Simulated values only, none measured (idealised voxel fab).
The name of this process module is voxel self aligned vias.
This is section cut - it's 165 nm across, gridded in 5 nm square cells.
A cross-section is written here as square cells arranged in a grid, and it is given in bands from the top down, each band taking up one or more rows of cells. Band: top height; bottom height; in nm. Then, left to right: material with width in nm, for each material. "throughout": a single material spanning edge to edge. "empty": empty space. Height datum 0, below which the as-received substrate wafer is one material. Lowest band open at the bottom, running downward: "0 -> down". The expression "30 to 40" gives the width at the extremes of the band, the first number at its top row of cells and the second at its bottom row, with the width changing by equal amounts from each row to the next in between. Where the words "nothing got changed" appear for a step, the cross-section shows no cell changed by that step; every cell remained as before. The entry "Closed cavities" lists the empty spaces that cover at least 8 cells and have no open path to the top. Each is written as width x height at distance, where the distance is measured from the left edge and all three values are in nm. Step line, after settings: the simulator's comment on this step. overlay nm: where the mask lay relative to plan, measured to the right, on steps with a mask; negatives go left.
The steps planned for the process are as follows:
1) RECEIVE (material Si)
2) CONFORMAL_DEP (material SiO2; thk nm 15)
3) CONFORMAL_DEP (material SiCN; thk nm 5)
4) DIRECTIONAL_DEP (material SiO2; thk nm 30)
5) PATTERN (tone open; mask id LINES; material resist; width nm 25; pitch nm 75; thk nm 20; overlay nm 0)
6) DIRECTIONAL_ETCH (etch materials SiO2; depth nm 30)
7) STRIP (etch materials resist)
8) CONFORMAL_DEP (material TiN; thk nm 5)
9) FILL_DEP (material Ru; thk nm 5)
10) CMP (height nm 50)
11) SELECTIVE_ETCH (etch materials W Ru TiN; depth nm 5)
12) FILL_DEP (material SiN; thk nm 5)
13) CMP (height nm 50)
14) DIRECTIONAL_DEP (material SiO2; thk nm 20)
15) PATTERN (tone open; mask id VIAS; material resist; width nm 45; pitch nm 75; thk nm 20; overlay nm 0)
16) DIRECTIONAL_ETCH (etch materials SiO2; depth nm 20)
17) DIRECTIONAL_ETCH (etch materials SiN; depth nm 5)
18) STRIP (etch materials resist)
19) CONFORMAL_DEP (material TiN; thk nm 5)
20) FILL_DEP (material Cu; thk nm 10)
21) CMP (height nm 70)
22) CONFORMAL_DEP (material SiN; thk nm 5)
Cross-section of the wafer upon arrival, representing the state reached after step 1:
  0 -> down: Si throughout
  Closed cavities: none
Post-module cross-section of the first of two wafers (run per plan):
  75 -> 70: SiN throughout
  70 -> 55: 20 SiO2 | 5 TiN | 35 Cu | 5 TiN | 30 SiO2 | 5 TiN | 35 Cu | 5 TiN | 25 SiO2
  55 -> 50: 20 SiO2 | 15 TiN | 15 Cu | 15 TiN | 30 SiO2 | 15 TiN | 15 Cu | 15 TiN | 25 SiO2
  50 -> 45: 30 SiO2 | 25 TiN | 50 SiO2 | 25 TiN | 35 SiO2
  45 -> 25: 30 SiO2 | 5 TiN | 15 Ru | 5 TiN | 50 SiO2 | 5 TiN | 15 Ru | 5 TiN | 35 SiO2
  25 -> 20: 30 SiO2 | 25 TiN | 50 SiO2 | 25 TiN | 35 SiO2
  20 -> 15: SiCN throughout
  15 -> 0: SiO2 throughout
  0 -> down: Si throughout
  Closed cavities: none
Cross-sectional view: second of two wafers, end of module; start and plan identical to the first, one mistake in running:
  75 -> 70: SiN throughout
  70 -> 50: 20 SiO2 | 5 TiN | 35 Cu | 5 TiN | 30 SiO2 | 5 TiN | 35 Cu | 5 TiN | 25 SiO2
  50 -> 45: 20 SiN | 45 TiN | 30 SiN | 45 TiN | 25 SiN
  45 -> 20: 30 SiO2 | 5 TiN | 15 Ru | 5 TiN | 50 SiO2 | 5 TiN | 15 Ru | 5 TiN | 35 SiO2
  20 -> 15: 30 SiO2 | 25 TiN | 50 SiO2 | 25 TiN | 35 SiO2
  15 -> 10: SiCN throughout
  10 -> 0: SiO2 throughout
  0 -> down: Si throughout
  Closed cavities: none
Deviation from plan: contrary to plan, step 2 was performed as CONFORMAL_DEP (material SiO2; thk nm 10)
Upon completion, the second wafer contains, in terms of cells, a greater or smaller amount of certain materials than the first wafer: Cu +8 | Ru +6 | SiN +15 | SiO2 -33 | TiN +4
